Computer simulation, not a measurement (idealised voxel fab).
You're looking at the process module voxel quadruple lines.
The cross-section shown here is cut; it is 260 nm wide and divided into square cells measuring 5 nm on a side.
Notation: cross-section as square-cell grid; stated in bands, top first, going down; one or more cell rows per band. A band entry consists of two parts. The first gives the height of the band's top and the height of its bottom, in nm. The rest lists the band's materials from left to right, each with its width in nm. A single material labelled with the word "all across" fills the band from edge to edge, and the word "empty" marks empty space. Height reference: 0 = level under which incoming wafer is all one material. Lowest band: no bottom, runs on downward, e.g. "z 0 and below". Width spec "30..40" -> top row of cells at first value, bottom row at second value, equal per-row change in between. Where a step carries "everything unchanged", the cross-section came out of it unchanged, cell for cell. "Voids, enclosed" means: voids of 8 cells or more that are shut off from the top with no open way through. Written width x height at distance, distance from the left edge, in nm. Post-settings text on a step line: simulator's own remark regarding the step. "overlay nm" on a masked step: distance the mask lay right of its planned place, negative for left.
-- Planned step list for the process
1: RECEIVE (material Si)
2: CONFORMAL_DEP (material SiO2; thk nm 10)
3: DIRECTIONAL_DEP (material Ru; thk nm 10)
4: DIRECTIONAL_DEP (material polySi; thk nm 20)
5: DIRECTIONAL_DEP (material aC; thk nm 20)
6: PATTERN (tone cover; mask id MANDREL; material resist; width nm 35; pitch nm 100; thk nm 30; overlay nm 0)
7: DIRECTIONAL_ETCH (etch materials aC; depth nm 20)
8: STRIP (etch materials resist)
9: CONFORMAL_DEP (material SiO2; thk nm 15)
10: DIRECTIONAL_ETCH (etch materials SiO2; depth nm 15)
11: STRIP (etch materials aC)
12: DIRECTIONAL_ETCH (etch materials polySi; depth nm 20)
13: STRIP (etch materials SiO2)
14: CONFORMAL_DEP (material SiCN; thk nm 10)
15: DIRECTIONAL_ETCH (etch materials SiCN; depth nm 10)
16: STRIP (etch materials polySi)
17: DIRECTIONAL_ETCH (etch materials Ru; depth nm 10)
18: STRIP (etch materials SiCN)
19: FILL_DEP (material lowk; thk nm 5)
20: CMP (height nm 20)
-- As-received wafer cross-section (after step 1)
* z 0 and below  Si all across
* Voids, enclosed: none
-- First wafer of two, sectioned at end of module; run went per plan
* z 20 to 10  lowk: 35, then Ru: 10, then lowk: 15, then Ru: 10, then lowk: 15, then Ru: 10, then lowk: 15, then Ru: 10, then lowk: 15, then Ru: 10, then lowk: 15, then Ru: 10, then lowk: 15, then Ru: 10, then lowk: 15, then Ru: 10, then lowk: 40
* z 10 to 0  SiO2 all across
* z 0 and below  Si all across
* Voids, enclosed: none
-- Here's the second of our two wafers sectioned at module end. Same start as the first, same plan, but one mistake got made running it
* z 20 to 10  lowk: 50, then Ru: 10, then lowk: 15, then Ru: 5, then lowk: 15, then Ru: 10, then lowk: 45, then Ru: 10, then lowk: 15, then Ru: 5, then lowk: 15, then Ru: 10, then lowk: 55
* z 10 to 0  SiO2 all across
* z 0 and below  Si all across
* Voids, enclosed: none
Deviation noted in wafer processing: contrary to plan, step 6 was performed as PATTERN (tone open; mask id MANDREL; material resist; width nm 35; pitch nm 100; thk nm 30; overlay nm 0)
Final comparison by cell count, materials where the second wafer has more or fewer than the first: Ru -12, lowk +12
